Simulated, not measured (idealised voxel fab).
process module | voxel self aligned contacts
cross-section cut | 255 nm wide | cells 5 nm
A cross-section is a grid of square cells, given in bands from the top down. A band is one or more rows of cells.
Each band's line starts with the height of the band's top and of its bottom, in nm. Then come its materials from left to right, each with its width in nm. One material with "throughout" fills the band from edge to edge. "air" is empty space.
Height 0 is the level under which the wafer as received is all one material. The lowest band goes on downwards, as in "0 down".
A width such as "30 to 40" changes by the same amount from each row of cells to the next, from the band's top row to its bottom row.
"no change" after a step means that no cell of the cross-section changed.
closed voids: empty space of 8 cells or more with no open way to the top, each as width x height at its distance from the left edge, in nm
after a step's settings: what the simulator itself notes on the step
overlay nm, on a step with a mask: how far to the right of its planned place the mask lay; to the left if negative
plan
1 op RECEIVE | material Si
2 op CONFORMAL_DEP | material SiO2 | thk nm 5
3 op DIRECTIONAL_DEP | material polySi | thk nm 30
4 op DIRECTIONAL_DEP | material SiN | thk nm 20
5 op MASKED_ETCH | tone cover | mask id GATE | width nm 35 | pitch nm 80 | etch materials SiN | depth nm 20 | overlay nm 0
6 op MASKED_ETCH | tone cover | mask id GATE | width nm 35 | pitch nm 80 | etch materials polySi | depth nm 30 | overlay nm 0
7 op CONFORMAL_DEP | material SiN | thk nm 10
8 op DIRECTIONAL_ETCH | etch materials SiN | depth nm 10
9 op FILL_DEP | material SiO2 | thk nm 15
10 op CMP | height nm 65
11 op PATTERN | tone open | mask id CONTACT | material resist | width nm 65 | thk nm 20 | overlay nm 0
12 op DIRECTIONAL_ETCH | etch materials SiO2 | depth nm 65
13 op STRIP | etch materials resist
14 op CONFORMAL_DEP | material TiN | thk nm 5
15 op FILL_DEP | material Ru | thk nm 5
16 op CMP | height nm 65
17 op CONFORMAL_DEP | material SiCN | thk nm 5
varied across the wafers: thk nm of step 17. The plan shows the first wafer's value. All wafers start alike
first wafer as received, after step 1
  0 down: Si throughout
  closed voids: none
first wafer at the end, after step 17
  70 to 65: SiCN throughout
  65 to 55: SiO2 95 | TiN 5 to 25 | Ru 55 to 15 | TiN 5 to 25 | SiO2 95
  55 to 35: SiO2 60 | SiN 55 | TiN 5 | Ru 15 | TiN 5 | SiN 55 | SiO2 60
  35 to 5: SiO2 60 | SiN 10 | polySi 35 | SiN 10 | TiN 5 | Ru 15 | TiN 5 | SiN 10 | polySi 35 | SiN 10 | SiO2 60
  5 to 0: SiO2 115 | TiN 25 | SiO2 115
  0 down: Si throughout
  closed voids: none
last wafer at the end
  85 to 65: SiCN throughout
  65 to 55: SiO2 95 | TiN 5 to 25 | Ru 55 to 15 | TiN 5 to 25 | SiO2 95
  55 to 35: SiO2 60 | SiN 55 | TiN 5 | Ru 15 | TiN 5 | SiN 55 | SiO2 60
  35 to 5: SiO2 60 | SiN 10 | polySi 35 | SiN 10 | TiN 5 | Ru 15 | TiN 5 | SiN 10 | polySi 35 | SiN 10 | SiO2 60
  5 to 0: SiO2 115 | TiN 25 | SiO2 115
  0 down: Si throughout
  closed voids: none
each wafer at the end: cells of each material gained (+) or lost (-) since it was received, then its closed voids
thk nm 5 | +44 Ru | +51 SiCN | +136 SiN | +362 SiO2 | +37 TiN | +84 polySi | closed voids: none
thk nm 10 | +44 Ru | +102 SiCN | +136 SiN | +362 SiO2 | +37 TiN | +84 polySi | closed voids: none
thk nm 15 | +44 Ru | +153 SiCN | +136 SiN | +362 SiO2 | +37 TiN | +84 polySi | closed voids: none
thk nm 20 | +44 Ru | +204 SiCN | +136 SiN | +362 SiO2 | +37 TiN | +84 polySi | closed voids: none
